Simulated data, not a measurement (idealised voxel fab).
process module | voxel lift off
cross-section cut | 195 nm wide | cells 5 nm
A cross-section is a grid of square cells, given in bands from the top down. A band is one or more rows of cells.
Each band's line starts with the height of the band's top and of its bottom, in nm. Then come its materials from left to right, each with its width in nm. One material with "throughout" fills the band from edge to edge. "air" is empty space.
Height 0 is the level under which the wafer as received is all one material. The lowest band goes on downwards, as in "0 down".
A width such as "30 to 40" changes by the same amount from each row of cells to the next, from the band's top row to its bottom row.
"no change" after a step means that no cell of the cross-section changed.
closed voids: empty space of 8 cells or more with no open way to the top, each as width x height at its distance from the left edge, in nm
after a step's settings: what the simulator itself notes on the step
overlay nm, on a step with a mask: how far to the right of its planned place the mask lay; to the left if negative
plan
1 op RECEIVE | material Si
2 op CONFORMAL_DEP | material SiO2 | thk nm 5
3 op PATTERN | tone open | mask id LINES | material resist | width nm 30 | pitch nm 55 | thk nm 15 | overlay nm 0
4 op DIRECTIONAL_DEP | material Ru | thk nm 5
5 op STRIP | etch materials resist
6 op CONFORMAL_DEP | material SiO2 | thk nm 10
as received, after step 1
  0 down: Si throughout
  closed voids: none
first wafer at the end, as planned
  20 to 15: air 45 | SiO2 50 | air 5 | SiO2 50 | air 45
  15 to 10: SiO2 throughout
  10 to 5: SiO2 55 | Ru 30 | SiO2 25 | Ru 30 | SiO2 55
  5 to 0: SiO2 throughout
  0 down: Si throughout
  closed voids: none
second wafer at the end: like start, like plan, one mistake
  20 to 15: air 55 | SiO2 50 | air 5 | SiO2 50 | air 35
  15 to 10: SiO2 throughout
  10 to 5: SiO2 65 | Ru 30 | SiO2 25 | Ru 30 | SiO2 45
  5 to 0: SiO2 throughout
  0 down: Si throughout
  closed voids: none
what went wrong: step 3 ran as: op PATTERN | tone open | mask id LINES | material resist | width nm 30 | pitch nm 55 | thk nm 15 | overlay nm 10
at the end the second wafer has, in cells: as many of each material as the first, in other places
